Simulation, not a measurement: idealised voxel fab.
voxel self aligned vias: a process module
Each square cell in cross-section cut measures 5 nm, and the section as a whole is 245 nm wide.
Each cross-section below is a grid of square cells, stated as bands in top-down order, with one or more rows of cells making up each band.
This entry defines a band. It first specifies the height of the band's top and the height of its bottom in nm, and then specifies the band's materials from left to right, stating each material with its width in nm. The word "throughout" identifies a single material that fills the band from edge to edge, while the word "empty" identifies empty space.
Convention: height 0 is the level below which the wafer, as received, is all one material. The lowest band does not terminate at the bottom but continues downward, represented as "0 -> down".
The width entry "30 to 40" should be interpreted row by row: the top row of cells in the band takes the first number, the bottom row takes the second number, and the change between adjacent rows is uniform throughout.
Given "nothing was modified" for a step, no cell of the cross-section differs between before and after that step.
In "Unvented voids" the enclosed voids are listed, meaning empty spaces of 8 cells or larger without any opening to the top. The form is width x height at distance, distance from the left edge, units nm.
Formally, on a step line, whatever follows the settings is a remark that the simulator itself makes on the step.
Steps that use a mask can have "overlay nm" on their line. It says how far the mask sat to the right of where it was meant to be. Negative means to the left.

-- Planned step list for the process
1: RECEIVE,material Si
2: CONFORMAL_DEP,material SiO2,thk nm 10
3: CONFORMAL_DEP,material SiCN,thk nm 5
4: DIRECTIONAL_DEP,material SiO2,thk nm 20
5: DIRECTIONAL_DEP,material aC,thk nm 10
6: PATTERN,tone open,mask id LINES,material resist,width nm 30,pitch nm 60,thk nm 30,overlay nm 0
7: DIRECTIONAL_ETCH,etch materials aC,depth nm 10
8: STRIP,etch materials resist
9: DIRECTIONAL_ETCH,etch materials SiO2,depth nm 20
10: STRIP,etch materials aC
11: CONFORMAL_DEP,material TiN,thk nm 5
12: FILL_DEP,material W,thk nm 10
13: CMP,height nm 35
14: SELECTIVE_ETCH,etch materials W Ru TiN,depth nm 10
15: FILL_DEP,material SiN,thk nm 10
16: CMP,height nm 35
17: DIRECTIONAL_DEP,material SiO2,thk nm 15
18: MASKED_ETCH,tone open,mask id VIAS,width nm 40,etch materials SiO2,depth nm 15,overlay nm 0
19: MASKED_ETCH,tone open,mask id VIAS,width nm 40,etch materials SiN,depth nm 10,overlay nm 0
20: CONFORMAL_DEP,material TiN,thk nm 5
21: FILL_DEP,material W,thk nm 5
22: CMP,height nm 50
23: CONFORMAL_DEP,material SiN,thk nm 5

-- Cross-section of the wafer upon arrival, representing the state reached after step 1
	0 -> down  Si throughout
	Unvented voids: none

-- End-of-module cross-section of the first of two wafers, processed as planned
	55 -> 50  SiN throughout
	50 -> 40  70 nm SiO2, then 5 nm TiN, then 30 nm W, then 5 nm TiN, then 135 nm SiO2
	40 -> 35  70 nm SiO2, then 10 nm TiN, then 20 nm W, then 10 nm TiN, then 135 nm SiO2
	35 -> 30  75 nm SiO2, then 5 nm TiN, then 20 nm W, then 5 nm TiN, then 30 nm SiO2, then 30 nm SiN, then 80 nm SiO2
	30 -> 25  75 nm SiO2, then 30 nm TiN, then 30 nm SiO2, then 30 nm SiN, then 80 nm SiO2
	25 -> 20  75 nm SiO2, then 5 nm TiN, then 20 nm W, then 5 nm TiN, then 30 nm SiO2, then 5 nm TiN, then 20 nm W, then 5 nm TiN, then 80 nm SiO2
	20 -> 15  75 nm SiO2, then 30 nm TiN, then 30 nm SiO2, then 30 nm TiN, then 80 nm SiO2
	15 -> 10  SiCN throughout
	10 -> 0  SiO2 throughout
	0 -> down  Si throughout
	Unvented voids: none

-- Wafer two, sectioned after the module: the first wafer's start, the first wafer's plan, and one mistake in how it was run
	55 -> 50  SiN throughout
	50 -> 35  70 nm SiO2, then 5 nm TiN, then 30 nm W, then 5 nm TiN, then 135 nm SiO2
	35 -> 30  70 nm SiN, then 5 nm TiN, then 30 nm W, then 5 nm TiN, then 135 nm SiN
	30 -> 25  70 nm SiN, then 40 nm TiN, then 135 nm SiN
	25 -> 10  75 nm SiO2, then 5 nm TiN, then 20 nm W, then 5 nm TiN, then 30 nm SiO2, then 5 nm TiN, then 20 nm W, then 5 nm TiN, then 80 nm SiO2
	10 -> 5  75 nm SiO2, then 30 nm TiN, then 30 nm SiO2, then 30 nm TiN, then 80 nm SiO2
	5 -> 0  SiCN throughout
	0 -> down  Si throughout
	Unvented voids: none
The mistake made against the process plan was this: step 2 of the plan got skipped, so it never ran
At the finish, the second wafer shows more or fewer cells for some materials than the first does: 70 more of SiN; 98 fewer of SiO2; 8 more of TiN; 20 more of W
